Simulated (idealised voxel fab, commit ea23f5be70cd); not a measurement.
The name of this process module is voxel capacitor over wiring.
Pictured: cross-section cut, 275 nm wide, on a grid of 5 nm square cells.
How to read a cross-section here: the picture is a grid of square cells, written as bands going from the top down, and any band can span one or more rows of cells.
This entry defines a band. It first specifies the height of the band's top and the height of its bottom in nm, and then specifies the band's materials from left to right, stating each material with its width in nm. The word "everywhere" identifies a single material that fills the band from edge to edge, while the word "air" identifies empty space.
Heights are expressed relative to 0, this being the level below which the as-received wafer comprises one material exclusively. The lowest band is unbounded in the downward direction and is denoted as in "0 and below".
When a width is written as two numbers, as in "30..40", the first number is the width in the top row of cells of the band and the second is the width in its bottom row, and the width changes by the same amount from each row to the next.
Step marked "no alteration"? Then no cell in the cross-section changed in it.
You'll see "Enclosed void catalog" listing empty spaces that have no way open to the top, as long as they're 8 cells or more; the notation is width x height at distance, where the distance is from the left edge, and all of it is in nm.
Whatever follows a step's settings on its line is a remark the simulator itself makes about that step.
When a step includes a mask, the "overlay nm" setting on its line states how far to the right of its planned place that mask lay, and negative values state how far to the left.
### Planned process steps
1. RECEIVE: material Si
2. CONFORMAL_DEP: material SiO2, thk nm 15
3. DIRECTIONAL_DEP: material TiN, thk nm 5
4. DIRECTIONAL_DEP: material Ru, thk nm 20
5. MASKED_ETCH: tone cover, mask id METAL_1, width nm 20, pitch nm 90, etch materials Ru, depth nm 20, overlay nm 0
6. MASKED_ETCH: tone cover, mask id METAL_1, width nm 20, pitch nm 90, etch materials TiN, depth nm 5, overlay nm 0
7. FILL_DEP: material SiO2, thk nm 5
8. CMP: height nm 40
9. CONFORMAL_DEP: material SiCN, thk nm 5
10. DIRECTIONAL_DEP: material lowk, thk nm 20
11. PATTERN: tone open, mask id PLUG_1, material resist, width nm 15, thk nm 20, overlay nm 0
12. DIRECTIONAL_ETCH: etch materials lowk, depth nm 20
13. DIRECTIONAL_ETCH: etch materials SiCN, depth nm 5
14. STRIP: etch materials resist
15. CONFORMAL_DEP: material TiN, thk nm 5
16. FILL_DEP: material Cu, thk nm 10
17. CMP: height nm 65
18. DIRECTIONAL_DEP: material TiN, thk nm 10
19. DIRECTIONAL_DEP: material SiN, thk nm 5
20. DIRECTIONAL_DEP: material TiN, thk nm 5
21. MASKED_ETCH: tone cover, mask id UPPER_PLATE, width nm 75, etch materials TiN, depth nm 5, overlay nm 0
22. MASKED_ETCH: tone cover, mask id UPPER_PLATE, width nm 75, etch materials SiN, depth nm 5, overlay nm 0
23. MASKED_ETCH: tone cover, mask id LOWER_PLATE, width nm 85, etch materials TiN, depth nm 10, overlay nm 0
24. FILL_DEP: material SiO2, thk nm 15
25. CMP: height nm 95
26. PATTERN: tone open, mask id PLUG_2, material resist, width nm 15, thk nm 20, overlay nm 0
27. DIRECTIONAL_ETCH: etch materials SiO2, depth nm 10
28. STRIP: etch materials resist
29. CONFORMAL_DEP: material TiN, thk nm 5
30. FILL_DEP: material W, thk nm 5
31. CMP: height nm 95
32. CONFORMAL_DEP: material SiCN, thk nm 5
### Wafer, first of two, run as planned
### Shown in cross-section is the wafer as received, that is, as it stands after step 1
0 and below = Si everywhere
Enclosed void catalog: none
### Cross-section: wafer state after step 2
15 down to 0 = SiO2 everywhere
All layers under 0 are left as they were.
### Cross-section: wafer state after step 3
20 down to 15 = TiN everywhere
All layers under 15 are left as they were.
### Cross-section: wafer state after step 4
40 down to 20 = Ru everywhere
All layers under 20 are left as they were.
### Cross-section: wafer state after step 5
40 down to 20 = air=80 | Ru=20 | air=70 | Ru=20 | air=85
All layers under 20 are left as they were.
### Cross-section: wafer state after step 6
40 down to 20 = air=80 | Ru=20 | air=70 | Ru=20 | air=85
20 down to 15 = air=80 | TiN=20 | air=70 | TiN=20 | air=85
All layers under 15 are left as they were.
### Cross-section: wafer state after step 7
45 down to 40 = SiO2 everywhere
40 down to 20 = SiO2=80 | Ru=20 | SiO2=70 | Ru=20 | SiO2=85
20 down to 15 = SiO2=80 | TiN=20 | SiO2=70 | TiN=20 | SiO2=85
All layers under 15 are left as they were.
### Cross-section: wafer state after step 8
40 down to 20 = SiO2=80 | Ru=20 | SiO2=70 | Ru=20 | SiO2=85
All layers under 20 are left as they were.
### Cross-section: wafer state after step 9
45 down to 40 = SiCN everywhere
All layers under 40 are left as they were.
### Cross-section: wafer state after step 10
65 down to 45 = lowk everywhere
All layers under 45 are left as they were.
### Cross-section: wafer state after step 11
85 down to 65 = resist=85 | air=15 | resist=175
All layers under 65 are left as they were.
### Cross-section: wafer state after step 12
85 down to 65 = resist=85 | air=15 | resist=175
65 down to 45 = lowk=85 | air=15 | lowk=175
All layers under 45 are left as they were.
### Cross-section: wafer state after step 13
85 down to 65 = resist=85 | air=15 | resist=175
65 down to 45 = lowk=85 | air=15 | lowk=175
45 down to 40 = SiCN=85 | air=15 | SiCN=175
All layers under 40 are left as they were.
### Cross-section: wafer state after step 14
65 down to 45 = lowk=85 | air=15 | lowk=175
All layers under 45 are left as they were.
### Cross-section: wafer state after step 15
70 down to 65 = TiN=90 | air=5 | TiN=180
65 down to 45 = lowk=85 | TiN=5 | air=5 | TiN=5 | lowk=175
45 down to 40 = SiCN=85 | TiN=15 | SiCN=175
All layers under 40 are left as they were.
### Cross-section: wafer state after step 16
80 down to 70 = Cu everywhere
70 down to 65 = TiN=90 | Cu=5 | TiN=180
65 down to 45 = lowk=85 | TiN=5 | Cu=5 | TiN=5 | lowk=175
All layers under 45 are left as they were.
### Cross-section: wafer state after step 17
65 down to 45 = lowk=85 | TiN=5 | Cu=5 | TiN=5 | lowk=175
All layers under 45 are left as they were.
### Cross-section: wafer state after step 18
75 down to 65 = TiN everywhere
All layers under 65 are left as they were.
### Cross-section: wafer state after step 19
80 down to 75 = SiN everywhere
All layers under 75 are left as they were.
### Cross-section: wafer state after step 20
85 down to 80 = TiN everywhere
All layers under 80 are left as they were.
### Cross-section: wafer state after step 21
85 down to 80 = air=85 | TiN=75 | air=115
All layers under 80 are left as they were.
### Cross-section: wafer state after step 22
85 down to 80 = air=85 | TiN=75 | air=115
80 down to 75 = air=85 | SiN=75 | air=115
All layers under 75 are left as they were.
### Cross-section: wafer state after step 23
85 down to 80 = air=85 | TiN=75 | air=115
80 down to 75 = air=85 | SiN=75 | air=115
75 down to 65 = air=80 | TiN=85 | air=110
All layers under 65 are left as they were.
### Cross-section: wafer state after step 24
100 down to 85 = SiO2 everywhere
85 down to 80 = SiO2=85 | TiN=75 | SiO2=115
80 down to 75 = SiO2=85 | SiN=75 | SiO2=115
75 down to 65 = SiO2=80 | TiN=85 | SiO2=110
All layers under 65 are left as they were.
### Cross-section: wafer state after step 25
95 down to 85 = SiO2 everywhere
All layers under 85 are left as they were.
### Cross-section: wafer state after step 26
115 down to 95 = resist=95 | air=15 | resist=165
All layers under 95 are left as they were.
### Cross-section: wafer state after step 27
115 down to 95 = resist=95 | air=15 | resist=165
95 down to 85 = SiO2=95 | air=15 | SiO2=165
All layers under 85 are left as they were.
### Cross-section: wafer state after step 28
95 down to 85 = SiO2=95 | air=15 | SiO2=165
All layers under 85 are left as they were.
### Cross-section: wafer state after step 29
100 down to 95 = TiN=100 | air=5 | TiN=170
95 down to 90 = SiO2=95 | TiN=5 | air=5 | TiN=5 | SiO2=165
90 down to 80 = SiO2=95..85 | TiN=15..75 | SiO2=165..115
All layers under 80 are left as they were.
### Cross-section: wafer state after step 30
105 down to 100 = W everywhere
100 down to 95 = TiN=100 | W=5 | TiN=170
95 down to 90 = SiO2=95 | TiN=5 | W=5 | TiN=5 | SiO2=165
All layers under 90 are left as they were.
### Cross-section: wafer state after step 31
95 down to 90 = SiO2=95 | TiN=5 | W=5 | TiN=5 | SiO2=165
All layers under 90 are left as they were.
### Cross-section: wafer state after step 32
100 down to 95 = SiCN everywhere
All layers under 95 are left as they were.
### Okay, second wafer. Nothing different at the start, nothing different in the plan, just one mistake somewhere in the running. As far as step 18, counting that step, it's the first wafer all over again
### Cross-section: second wafer, time at which step 19 was scheduled to end
80 down to 65 = TiN everywhere
All layers under 65 are left as they were.
### Cross-section: second wafer, time at which step 20 was scheduled to end
85 down to 80 = SiN everywhere
All layers under 80 are left as they were.
Cross-section: second wafer, time at which step 21 was scheduled to end: no alteration
### Cross-section: second wafer, time at which step 22 was scheduled to end
85 down to 80 = air=85 | SiN=75 | air=115
All layers under 80 are left as they were.
### Cross-section: second wafer, time at which step 23 was scheduled to end
85 down to 80 = air=85 | SiN=75 | air=115
80 down to 70 = air=80 | TiN=85 | air=110
All layers under 70 are left as they were.
### Cross-section: second wafer, time at which step 24 was scheduled to end
100 down to 85 = SiO2 everywhere
85 down to 80 = SiO2=85 | SiN=75 | SiO2=115
80 down to 70 = SiO2=80 | TiN=85 | SiO2=110
All layers under 70 are left as they were.
### Cross-section: second wafer, time at which step 25 was scheduled to end
95 down to 85 = SiO2 everywhere
All layers under 85 are left as they were.
### Cross-section: second wafer, time at which step 26 was scheduled to end
115 down to 95 = resist=95 | air=15 | resist=165
All layers under 95 are left as they were.
### Cross-section: second wafer, time at which step 27 was scheduled to end
115 down to 95 = resist=95 | air=15 | resist=165
95 down to 85 = SiO2=95 | air=15 | SiO2=165
All layers under 85 are left as they were.
### Cross-section: second wafer, time at which step 28 was scheduled to end
95 down to 85 = SiO2=95 | air=15 | SiO2=165
All layers under 85 are left as they were.
### Cross-section: second wafer, time at which step 29 was scheduled to end
100 down to 95 = TiN=100 | air=5 | TiN=170
95 down to 90 = SiO2=95 | TiN=5 | air=5 | TiN=5 | SiO2=165
90 down to 85 = SiO2=95 | TiN=15 | SiO2=165
All layers under 85 are left as they were.
### Cross-section: second wafer, time at which step 30 was scheduled to end
105 down to 100 = W everywhere
100 down to 95 = TiN=100 | W=5 | TiN=170
95 down to 90 = SiO2=95 | TiN=5 | W=5 | TiN=5 | SiO2=165
All layers under 90 are left as they were.
### Cross-section: second wafer, time at which step 31 was scheduled to end
95 down to 90 = SiO2=95 | TiN=5 | W=5 | TiN=5 | SiO2=165
All layers under 90 are left as they were.
### Cross-section: second wafer, time at which step 32 was scheduled to end
100 down to 95 = SiCN everywhere
All layers under 95 are left as they were.
Want to know what went wrong? it was found that steps 19 and 20 of the process plan had been performed in exchanged positions
Per the end-of-run cell counts, the second wafer holds more or fewer of some materials than the first: SiO2 -40 | TiN +40
